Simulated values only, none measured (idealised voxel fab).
Presented below is a process module, voxel transistor to metal.
It is cross-section cut that appears here, measuring 285 nm in width, its square cells being 5 nm in size.
Each cross-section below is a grid of square cells, stated as bands in top-down order, with one or more rows of cells making up each band. This entry defines a band. It first specifies the height of the band's top and the height of its bottom in nm, and then specifies the band's materials from left to right, stating each material with its width in nm. The word "everywhere" identifies a single material that fills the band from edge to edge, while the word "air" identifies empty space. Beneath 0, the wafer as received is one material, and that level is where height counting begins. The lowest band goes on downward without a bottom; it is written like "0 and below". With a width like "30 to 40", each row of cells in the band differs from the next by the same amount, the top row carrying the first number and the bottom row the second. "changes: none" for a step: no cell of the cross-section changed in that step. Basically, "Voids lacking openings" tells you about the enclosed voids: empty spaces with no open way to the top, 8 cells or bigger, each written width x height at distance, where distance is from the left edge, all in nm. Formally, on a step line, whatever follows the settings is a remark that the simulator itself makes on the step. If you see "overlay nm" on a step's line and that step has a mask, it's telling you how far right of where it was planned the mask ended up; a negative number means it went left instead.

The planned process steps are enumerated hereunder:
- 1: RECEIVE: material Si
- 2: OXIDIZE: depth nm 5
- 3: CONFORMAL_DEP: material SiN, thk nm 10
- 4: PATTERN: tone cover, mask id ACTIVE, material resist, width nm 110, pitch nm 135, thk nm 20, overlay nm 0
- 5: DIRECTIONAL_ETCH: etch materials SiN, depth nm 5
- 6: DIRECTIONAL_ETCH: etch materials SiO2, depth nm 5
- 7: DIRECTIONAL_ETCH: etch materials Si, depth nm 30
- 8: STRIP: etch materials resist
- 9: OXIDIZE: depth nm 5
- 10: FILL_DEP: material SiO2, thk nm 10
- 11: CMP: height nm 10
- 12: SELECTIVE_ETCH: etch materials SiO2, depth nm 10
- 13: STRIP: etch materials SiN
- 14: SELECTIVE_ETCH: etch materials SiO2, depth nm 5
- 15: OXIDIZE: depth nm 5
- 16: DIRECTIONAL_DEP: material polySi, thk nm 30
- 17: DIRECTIONAL_DEP: material SiCN, thk nm 15
- 18: PATTERN: tone cover, mask id GATE, material resist, width nm 30, pitch nm 135, thk nm 20, overlay nm 0
- 19: DIRECTIONAL_ETCH: etch materials SiCN, depth nm 25
- 20: DIRECTIONAL_ETCH: etch materials polySi, depth nm 40
- 21: STRIP: etch materials resist
- 22: CONFORMAL_DEP: material SiO2, thk nm 5
- 23: DIRECTIONAL_ETCH: etch materials SiO2, depth nm 5
- 24: CONFORMAL_DEP: material SiN, thk nm 10
- 25: DIRECTIONAL_ETCH: etch materials SiN, depth nm 10
- 26: DIRECTIONAL_ETCH: etch materials SiO2, depth nm 5
- 27: DIRECTIONAL_ETCH: etch materials Si, depth nm 10
- 28: EPI: material pSi, thk nm 10
- 29: FILL_DEP: material SiO2, thk nm 5
- 30: CMP: height nm 25
- 31: STRIP: etch materials polySi
- 32: SELECTIVE_ETCH: etch materials SiO2, depth nm 5
- 33: CONFORMAL_DEP: material HfO2, thk nm 5
- 34: CONFORMAL_DEP: material TiN, thk nm 5
- 35: FILL_DEP: material W, thk nm 10
- 36: CMP: height nm 20
- 37: DIRECTIONAL_DEP: material SiO2, thk nm 10
- 38: MASKED_ETCH: tone open, mask id CONTACT, width nm 15, etch materials SiO2, depth nm 40, overlay nm 0
- 39: CONFORMAL_DEP: material TiN, thk nm 5
- 40: FILL_DEP: material Ru, thk nm 10
- 41: CMP: height nm 30
- 42: CONFORMAL_DEP: material SiN, thk nm 5
- 43: DIRECTIONAL_DEP: material lowk, thk nm 20
- 44: MASKED_ETCH: tone open, mask id METAL_1, width nm 15, etch materials lowk, depth nm 20, overlay nm 0
- 45: MASKED_ETCH: tone open, mask id METAL_1, width nm 15, etch materials SiN, depth nm 5, overlay nm 0
- 46: CONFORMAL_DEP: material TiN, thk nm 5
- 47: FILL_DEP: material Ru, thk nm 10
- 48: CMP: height nm 55
- 49: CONFORMAL_DEP: material SiCN, thk nm 5
- 50: DIRECTIONAL_DEP: material lowk, thk nm 30
- 51: PATTERN: tone open, mask id METAL_2, material resist, width nm 15, pitch nm 135, thk nm 15, overlay nm 0
- 52: DIRECTIONAL_ETCH: etch materials lowk, depth nm 20
- 53: STRIP: etch materials resist
- 54: MASKED_ETCH: tone open, mask id METAL_2_HOLES, width nm 15, pitch nm 135, etch materials lowk, depth nm 10, overlay nm 0
- 55: MASKED_ETCH: tone open, mask id METAL_2_HOLES, width nm 15, pitch nm 135, etch materials SiCN, depth nm 5, overlay nm 0
- 56: CONFORMAL_DEP: material TiN, thk nm 5
- 57: FILL_DEP: material Cu, thk nm 10
- 58: CMP: height nm 90
- 59: CONFORMAL_DEP: material SiCN, thk nm 5
It is noted that the wafers described herein are identical at the outset and are distinguished by the depth nm of step 5; the value stated in the plan corresponds to the first wafer.

The first of several wafers as received, shown in cross-section; this is its state after step 1:
  0 and below = Si everywhere
  Voids lacking openings: none

First wafer of several, cross-section, module end, after step 59 (last):
  95 down to 90 = SiCN everywhere
  90 down to 60 = 30 nm lowk / 5 nm TiN / 5 nm Cu / 5 nm TiN / 120 nm lowk / 5 nm TiN / 5 nm Cu / 5 nm TiN / 105 nm lowk
  60 down to 55 = 30 nm SiCN / 15 nm TiN / 120 nm SiCN / 15 nm TiN / 105 nm SiCN
  55 down to 35 = 30 nm lowk / 5 nm TiN / 5 nm Ru / 5 nm TiN / 60 nm lowk / 5 nm TiN / 5 nm Ru / 5 nm TiN / 45 nm lowk / 5 nm TiN / 5 nm Ru / 5 nm TiN / 60 nm lowk / 5 nm TiN / 5 nm Ru / 5 nm TiN / 30 nm lowk
  35 down to 30 = 30 nm SiN / 15 nm TiN / 60 nm SiN / 15 nm TiN / 45 nm SiN / 15 nm TiN / 60 nm SiN / 15 nm TiN / 30 nm SiN
  30 down to 20 = 30 nm SiO2 / 5 nm TiN / 5 nm Ru / 5 nm TiN / 60 nm SiO2 / 5 nm TiN / 5 nm Ru / 5 nm TiN / 45 nm SiO2 / 5 nm TiN / 5 nm Ru / 5 nm TiN / 60 nm SiO2 / 5 nm TiN / 5 nm Ru / 5 nm TiN / 30 nm SiO2
  20 down to 5 = 30 nm SiO2 / 5 nm TiN / 5 nm Ru / 5 nm TiN / 10 nm SiN / 5 nm HfO2 / 5 nm TiN / 20 nm W / 5 nm TiN / 5 nm HfO2 / 10 nm SiN / 5 nm TiN / 5 nm Ru / 5 nm TiN / 45 nm SiO2 / 5 nm TiN / 5 nm Ru / 5 nm TiN / 10 nm SiN / 5 nm HfO2 / 5 nm TiN / 20 nm W / 5 nm TiN / 5 nm HfO2 / 10 nm SiN / 5 nm TiN / 5 nm Ru / 5 nm TiN / 30 nm SiO2
  5 down to 0 = 30 nm SiO2 / 15 nm TiN / 10 nm SiN / 5 nm HfO2 / 5 nm TiN / 20 nm W / 5 nm TiN / 5 nm HfO2 / 10 nm SiN / 15 nm TiN / 45 nm SiO2 / 15 nm TiN / 10 nm SiN / 5 nm HfO2 / 5 nm TiN / 20 nm W / 5 nm TiN / 5 nm HfO2 / 10 nm SiN / 15 nm TiN / 30 nm SiO2
  0 down to -5 = 30 nm SiO2 / 5 nm TiN / 10 nm pSi / 10 nm SiN / 5 nm HfO2 / 30 nm TiN / 5 nm HfO2 / 10 nm SiN / 10 nm pSi / 5 nm TiN / 45 nm SiO2 / 5 nm TiN / 10 nm pSi / 10 nm SiN / 5 nm HfO2 / 30 nm TiN / 5 nm HfO2 / 10 nm SiN / 10 nm pSi / 5 nm TiN / 30 nm SiO2
  -5 down to -10 = 30 nm SiO2 / 5 nm TiN / 10 nm pSi / 10 nm SiO2 / 40 nm HfO2 / 10 nm SiO2 / 10 nm pSi / 5 nm TiN / 45 nm SiO2 / 5 nm TiN / 10 nm pSi / 10 nm SiO2 / 40 nm HfO2 / 10 nm SiO2 / 10 nm pSi / 5 nm TiN / 30 nm SiO2
  -10 down to -20 = 45 nm pSi / 60 nm Si / 75 nm pSi / 60 nm Si / 45 nm pSi
  -20 and below = Si everywhere
  Voids lacking openings: none

Last wafer, end of module, cross-section:
  95 down to 90 = SiCN everywhere
  90 down to 60 = 30 nm lowk / 5 nm TiN / 5 nm Cu / 5 nm TiN / 120 nm lowk / 5 nm TiN / 5 nm Cu / 5 nm TiN / 105 nm lowk
  60 down to 55 = 30 nm SiCN / 15 nm TiN / 120 nm SiCN / 15 nm TiN / 105 nm SiCN
  55 down to 35 = 30 nm lowk / 5 nm TiN / 5 nm Ru / 5 nm TiN / 60 nm lowk / 5 nm TiN / 5 nm Ru / 5 nm TiN / 45 nm lowk / 5 nm TiN / 5 nm Ru / 5 nm TiN / 60 nm lowk / 5 nm TiN / 5 nm Ru / 5 nm TiN / 30 nm lowk
  35 down to 30 = 30 nm SiN / 15 nm TiN / 60 nm SiN / 15 nm TiN / 45 nm SiN / 15 nm TiN / 60 nm SiN / 15 nm TiN / 30 nm SiN
  30 down to 20 = 30 nm SiO2 / 5 nm TiN / 5 nm Ru / 5 nm TiN / 60 nm SiO2 / 5 nm TiN / 5 nm Ru / 5 nm TiN / 45 nm SiO2 / 5 nm TiN / 5 nm Ru / 5 nm TiN / 60 nm SiO2 / 5 nm TiN / 5 nm Ru / 5 nm TiN / 30 nm SiO2
  20 down to 5 = 30 nm SiO2 / 5 nm TiN / 5 nm Ru / 5 nm TiN / 10 nm SiN / 5 nm HfO2 / 5 nm TiN / 20 nm W / 5 nm TiN / 5 nm HfO2 / 10 nm SiN / 5 nm TiN / 5 nm Ru / 5 nm TiN / 45 nm SiO2 / 5 nm TiN / 5 nm Ru / 5 nm TiN / 10 nm SiN / 5 nm HfO2 / 5 nm TiN / 20 nm W / 5 nm TiN / 5 nm HfO2 / 10 nm SiN / 5 nm TiN / 5 nm Ru / 5 nm TiN / 30 nm SiO2
  5 down to 0 = 30 nm SiO2 / 15 nm TiN / 10 nm SiN / 5 nm HfO2 / 5 nm TiN / 20 nm W / 5 nm TiN / 5 nm HfO2 / 10 nm SiN / 15 nm TiN / 45 nm SiO2 / 15 nm TiN / 10 nm SiN / 5 nm HfO2 / 5 nm TiN / 20 nm W / 5 nm TiN / 5 nm HfO2 / 10 nm SiN / 15 nm TiN / 30 nm SiO2
  0 down to -5 = 30 nm SiO2 / 5 nm TiN / 10 nm pSi / 10 nm SiN / 5 nm HfO2 / 30 nm TiN / 5 nm HfO2 / 10 nm SiN / 10 nm pSi / 5 nm TiN / 45 nm SiO2 / 5 nm TiN / 10 nm pSi / 10 nm SiN / 5 nm HfO2 / 30 nm TiN / 5 nm HfO2 / 10 nm SiN / 10 nm pSi / 5 nm TiN / 30 nm SiO2
  -5 down to -10 = 30 nm SiO2 / 5 nm TiN / 10 nm pSi / 10 nm SiO2 / 40 nm HfO2 / 10 nm SiO2 / 10 nm pSi / 5 nm TiN / 45 nm SiO2 / 5 nm TiN / 10 nm pSi / 10 nm SiO2 / 40 nm HfO2 / 10 nm SiO2 / 10 nm pSi / 5 nm TiN / 30 nm SiO2
  -10 down to -20 = 25 nm SiO2 / 20 nm pSi / 60 nm Si / 20 nm pSi / 35 nm SiO2 / 20 nm pSi / 60 nm Si / 20 nm pSi / 25 nm SiO2
  -20 down to -40 = 25 nm SiO2 / 100 nm Si / 35 nm SiO2 / 100 nm Si / 25 nm SiO2
  -40 and below = Si everywhere
  Voids lacking openings: none

Table: wafers, a row each; end-of-module cell change per material since receipt, gain (+), loss (-); then closed voids:
depth nm 5, +12 Cu, +36 HfO2, +36 Ru, -180 Si, +108 SiCN, +85 SiN, +224 SiO2, +162 TiN, +32 W, +486 lowk, +82 pSi, Voids lacking openings: none
depth nm 10, +12 Cu, +36 HfO2, +36 Ru, -248 Si, +108 SiCN, +85 SiN, +326 SiO2, +162 TiN, +32 W, +486 lowk, +48 pSi, Voids lacking openings: none
depth nm 15, +12 Cu, +36 HfO2, +36 Ru, -248 Si, +108 SiCN, +85 SiN, +326 SiO2, +162 TiN, +32 W, +486 lowk, +48 pSi, Voids lacking openings: none
depth nm 20, +12 Cu, +36 HfO2, +36 Ru, -248 Si, +108 SiCN, +85 SiN, +326 SiO2, +162 TiN, +32 W, +486 lowk, +48 pSi, Voids lacking openings: none
depth nm 25, +12 Cu, +36 HfO2, +36 Ru, -248 Si, +108 SiCN, +85 SiN, +326 SiO2, +162 TiN, +32 W, +486 lowk, +48 pSi, Voids lacking openings: none
